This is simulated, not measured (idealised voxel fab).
process module | voxel wiring stack
cross-section cut | 215 nm wide | cells 5 nm
A cross-section is a grid of square cells, given in bands from the top down. A band is one or more rows of cells.
Each band's line starts with the height of the band's top and of its bottom, in nm. Then come its materials from left to right, each with its width in nm. One material with "throughout" fills the band from edge to edge. "air" is empty space.
Height 0 is the level under which the wafer as received is all one material. The lowest band goes on downwards, as in "0 down".
A width such as "30 to 40" changes by the same amount from each row of cells to the next, from the band's top row to its bottom row.
"no change" after a step means that no cell of the cross-section changed.
closed voids: empty space of 8 cells or more with no open way to the top, each as width x height at its distance from the left edge, in nm
after a step's settings: what the simulator itself notes on the step
overlay nm, on a step with a mask: how far to the right of its planned place the mask lay; to the left if negative
plan
1 op RECEIVE | material Si
2 op CONFORMAL_DEP | material SiO2 | thk nm 15
3 op DIRECTIONAL_DEP | material TiN | thk nm 5
4 op DIRECTIONAL_DEP | material Ru | thk nm 20
5 op DIRECTIONAL_DEP | material aC | thk nm 10
6 op PATTERN | tone cover | mask id METAL_1 | material resist | width nm 25 | pitch nm 50 | thk nm 30 | overlay nm 0
7 op DIRECTIONAL_ETCH | etch materials aC | depth nm 10
8 op STRIP | etch materials resist
9 op DIRECTIONAL_ETCH | etch materials Ru | depth nm 20
10 op DIRECTIONAL_ETCH | etch materials TiN | depth nm 5
11 op STRIP | etch materials aC
12 op FILL_DEP | material SiO2 | thk nm 10
13 op CMP | height nm 40
14 op CONFORMAL_DEP | material SiCN | thk nm 5
15 op DIRECTIONAL_DEP | material SiO2 | thk nm 20
16 op MASKED_ETCH | tone open | mask id PLUG_1 | width nm 15 | pitch nm 50 | etch materials SiO2 | depth nm 20 | overlay nm 0
17 op MASKED_ETCH | tone open | mask id PLUG_1 | width nm 15 | pitch nm 50 | etch materials SiCN | depth nm 5 | overlay nm 0
18 op EPI | material Ru | thk nm 10
19 op EPI | material Ru | thk nm 10
20 op EPI | material Ru | thk nm 5
21 op DIRECTIONAL_DEP | material TiN | thk nm 5
22 op DIRECTIONAL_DEP | material Ru | thk nm 15
23 op DIRECTIONAL_DEP | material aC | thk nm 10
24 op PATTERN | tone cover | mask id METAL_2 | material resist | width nm 25 | pitch nm 50 | thk nm 30 | overlay nm 0
25 op DIRECTIONAL_ETCH | etch materials aC | depth nm 10
26 op STRIP | etch materials resist
27 op DIRECTIONAL_ETCH | etch materials Ru | depth nm 15
28 op DIRECTIONAL_ETCH | etch materials TiN | depth nm 5
29 op STRIP | etch materials aC
30 op FILL_DEP | material SiO2 | thk nm 5
31 op CMP | height nm 85
32 op CONFORMAL_DEP | material SiCN | thk nm 5
33 op DIRECTIONAL_DEP | material lowk | thk nm 10
34 op MASKED_ETCH | tone open | mask id PLUG_2 | width nm 15 | pitch nm 50 | etch materials lowk | depth nm 10 | overlay nm 0
35 op MASKED_ETCH | tone open | mask id PLUG_2 | width nm 15 | pitch nm 50 | etch materials SiCN | depth nm 5 | overlay nm 0
36 op CONFORMAL_DEP | material TiN | thk nm 5
37 op FILL_DEP | material W | thk nm 5
38 op CMP | height nm 100
39 op CONFORMAL_DEP | material SiN | thk nm 5
40 op DIRECTIONAL_DEP | material SiO2 | thk nm 25
41 op PATTERN | tone open | mask id METAL_3 | material resist | width nm 25 | pitch nm 50 | thk nm 20 | overlay nm 0
42 op DIRECTIONAL_ETCH | etch materials SiO2 | depth nm 25
43 op DIRECTIONAL_ETCH | etch materials SiN | depth nm 5
44 op STRIP | etch materials resist
45 op CONFORMAL_DEP | material TiN | thk nm 5
46 op FILL_DEP | material Cu | thk nm 5
47 op CMP | height nm 130
48 op CONFORMAL_DEP | material SiCN | thk nm 5
49 op DIRECTIONAL_DEP | material SiO2 | thk nm 20
50 op MASKED_ETCH | tone open | mask id PLUG_3 | width nm 15 | etch materials SiO2 | depth nm 20 | overlay nm 0
51 op MASKED_ETCH | tone open | mask id PLUG_3 | width nm 15 | etch materials SiCN | depth nm 5 | overlay nm 0
52 op EPI | material Ru | thk nm 10
53 op EPI | material Ru | thk nm 10
54 op EPI | material Ru | thk nm 5
55 op CONFORMAL_DEP | material SiCN | thk nm 5
56 op DIRECTIONAL_DEP | material lowk | thk nm 25
57 op MASKED_ETCH | tone open | mask id METAL_4 | width nm 25 | pitch nm 50 | etch materials lowk | depth nm 25 | overlay nm 0
58 op MASKED_ETCH | tone open | mask id METAL_4 | width nm 25 | pitch nm 50 | etch materials SiCN | depth nm 5 | overlay nm 0
59 op CONFORMAL_DEP | material TiN | thk nm 5
60 op FILL_DEP | material Cu | thk nm 10
61 op CMP | height nm 185
62 op CONFORMAL_DEP | material SiN | thk nm 5
as received, after step 1
  0 down: Si throughout
  closed voids: none
first wafer at the end, as planned
  190 to 185: SiN throughout
  185 to 160: lowk 70 | TiN 5 | Cu 15 | TiN 5 | lowk 25 | TiN 5 | Cu 15 | TiN 5 | lowk 70
  160 to 155: SiCN 70 | TiN 25 | SiCN 25 | TiN 25 | SiCN 70
  155 to 135: SiO2 70 | Ru 15 | SiO2 130
  135 to 130: SiCN 70 | Ru 15 | SiCN 130
  130 to 105: SiO2 70 | TiN 5 | Cu 15 | TiN 5 | SiO2 25 | TiN 5 | Cu 15 | TiN 5 | SiO2 70
  105 to 100: SiN 70 | TiN 25 | SiN 25 | TiN 25 | SiN 70
  100 to 90: lowk 70 | TiN 5 | W 5 | TiN 5 | lowk 35 | TiN 5 | W 5 | TiN 5 | lowk 80
  90 to 85: SiCN 70 | TiN 15 | SiCN 35 | TiN 15 | SiCN 80
  85 to 70: SiO2 70 | Ru 25 | SiO2 25 | Ru 25 | SiO2 70
  70 to 65: SiO2 70 | TiN 25 | SiO2 25 | TiN 25 | SiO2 70
  65 to 45: SiO2 70 | Ru 15 | SiO2 35 | Ru 15 | SiO2 80
  45 to 40: SiCN 70 | Ru 15 | SiCN 35 | Ru 15 | SiCN 80
  40 to 20: SiO2 70 | Ru 25 | SiO2 25 | Ru 25 | SiO2 70
  20 to 15: SiO2 70 | TiN 25 | SiO2 25 | TiN 25 | SiO2 70
  15 to 0: SiO2 throughout
  0 down: Si throughout
  closed voids: none
second wafer at the end: like start, like plan, one mistake
  190 to 185: SiN throughout
  185 to 160: lowk 70 | TiN 5 | Cu 15 | TiN 5 | lowk 25 | TiN 5 | Cu 15 | TiN 5 | lowk 70
  160 to 155: SiCN 70 | TiN 25 | SiCN 25 | TiN 25 | SiCN 70
  155 to 135: SiO2 70 | Ru 15 | SiO2 130
  135 to 130: SiCN 70 | Ru 15 | SiCN 130
  130 to 105: SiO2 70 | TiN 5 | Cu 15 | TiN 5 | SiO2 25 | TiN 5 | Cu 15 | TiN 5 | SiO2 70
  105 to 100: SiN 70 | TiN 25 | SiN 25 | TiN 25 | SiN 70
  100 to 90: lowk 70 | TiN 5 | W 5 | TiN 5 | lowk 35 | TiN 5 | W 5 | TiN 5 | lowk 80
  90 to 85: SiCN 70 | TiN 15 | SiCN 35 | TiN 15 | SiCN 80
  85 to 70: SiO2 throughout
  70 to 65: TiN throughout
  65 to 45: SiO2 70 | Ru 15 | SiO2 35 | Ru 15 | SiO2 80
  45 to 40: SiCN 70 | Ru 15 | SiCN 35 | Ru 15 | SiCN 80
  40 to 20: SiO2 70 | Ru 25 | SiO2 25 | Ru 25 | SiO2 70
  20 to 15: SiO2 70 | TiN 25 | SiO2 25 | TiN 25 | SiO2 70
  15 to 0: SiO2 throughout
  0 down: Si throughout
  closed voids: none
what went wrong: step 22 ran as: op DIRECTIONAL_DEP | material SiO2 | thk nm 15
at the end the second wafer has, in cells: 30 fewer of Ru | 3 fewer of SiO2 | 33 more of TiN
